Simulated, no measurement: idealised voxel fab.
Process module under the name voxel self aligned vias
Section cut is 285 nm wide and gridded with 5 nm square cells.
If you're reading a cross-section in this doc, picture square cells in a grid; it comes to you as bands, top ones listed first down to the bottom, and a band can be one or more rows of cells.
A band entry consists of two parts. The first gives the height of the band's top and the height of its bottom, in nm. The rest lists the band's materials from left to right, each with its width in nm. A single material labelled with the word "edge to edge" fills the band from edge to edge, and the word "empty" marks empty space.
Note: height 0 marks the level under which the wafer is uniformly one material as received. Lowest band unbounded below, written "from 0 down".
Read "30->40" as a graded width: first number on top, second number at the bottom, same change between each pair of neighbouring rows.
"stayed the same" after a step means that no cell of the cross-section changed.
"Closed void register": empty spaces of 8 cells or more with no open way to the top, each given as width x height at distance, distance from the left edge, all in nm.
Formally, on a step line, whatever follows the settings is a remark that the simulator itself makes on the step.
When a step includes a mask, the "overlay nm" setting on its line states how far to the right of its planned place that mask lay, and negative values state how far to the left.

**Process steps - plan**
step 1: op RECEIVE | material Si
step 2: op CONFORMAL_DEP | material SiO2 | thk nm 15
step 3: op CONFORMAL_DEP | material SiCN | thk nm 5
step 4: op DIRECTIONAL_DEP | material SiO2 | thk nm 25
step 5: op DIRECTIONAL_DEP | material aC | thk nm 10
step 6: op PATTERN | tone open | mask id LINES | material resist | width nm 20 | pitch nm 55 | thk nm 30 | overlay nm 0
step 7: op DIRECTIONAL_ETCH | etch materials aC | depth nm 10
step 8: op STRIP | etch materials resist
step 9: op DIRECTIONAL_ETCH | etch materials SiO2 | depth nm 25
step 10: op STRIP | etch materials aC
step 11: op CONFORMAL_DEP | material TiN | thk nm 5
step 12: op FILL_DEP | material Ru | thk nm 5
step 13: op CMP | height nm 45
step 14: op SELECTIVE_ETCH | etch materials W Ru TiN | depth nm 10
step 15: op FILL_DEP | material SiN | thk nm 10
step 16: op CMP | height nm 45
step 17: op DIRECTIONAL_DEP | material SiO2 | thk nm 20
step 18: op PATTERN | tone open | mask id VIAS | material resist | width nm 20 | pitch nm 55 | thk nm 15 | overlay nm 0
step 19: op DIRECTIONAL_ETCH | etch materials SiO2 | depth nm 20
step 20: op DIRECTIONAL_ETCH | etch materials SiN | depth nm 10
step 21: op STRIP | etch materials resist
step 22: op CONFORMAL_DEP | material TiN | thk nm 5
step 23: op FILL_DEP | material W | thk nm 10
step 24: op CMP | height nm 65
step 25: op CONFORMAL_DEP | material SiN | thk nm 5
The wafers in this document start out alike and differ in the width nm applied at step 18; the plan shows the value used for the first wafer.

**The first of several wafers, as received after step 1, seen in section**
from 0 down | Si edge to edge
Closed void register: none

**wafer rows; end of module; cells per material since receipt: (+) gained, (-) lost; then closed voids**
width nm 20, +12 Ru, +57 SiCN, +57 SiN, +576 SiO2, +66 TiN, +30 W, Closed void register: none
width nm 25, +12 Ru, +57 SiCN, +57 SiN, +564 SiO2, +69 TiN, +39 W, Closed void register: none
width nm 30, +12 Ru, +57 SiCN, +57 SiN, +552 SiO2, +72 TiN, +48 W, Closed void register: none
width nm 35, +12 Ru, +57 SiCN, +57 SiN, +540 SiO2, +75 TiN, +57 W, Closed void register: none
width nm 40, +12 Ru, +57 SiCN, +57 SiN, +528 SiO2, +78 TiN, +66 W, Closed void register: none
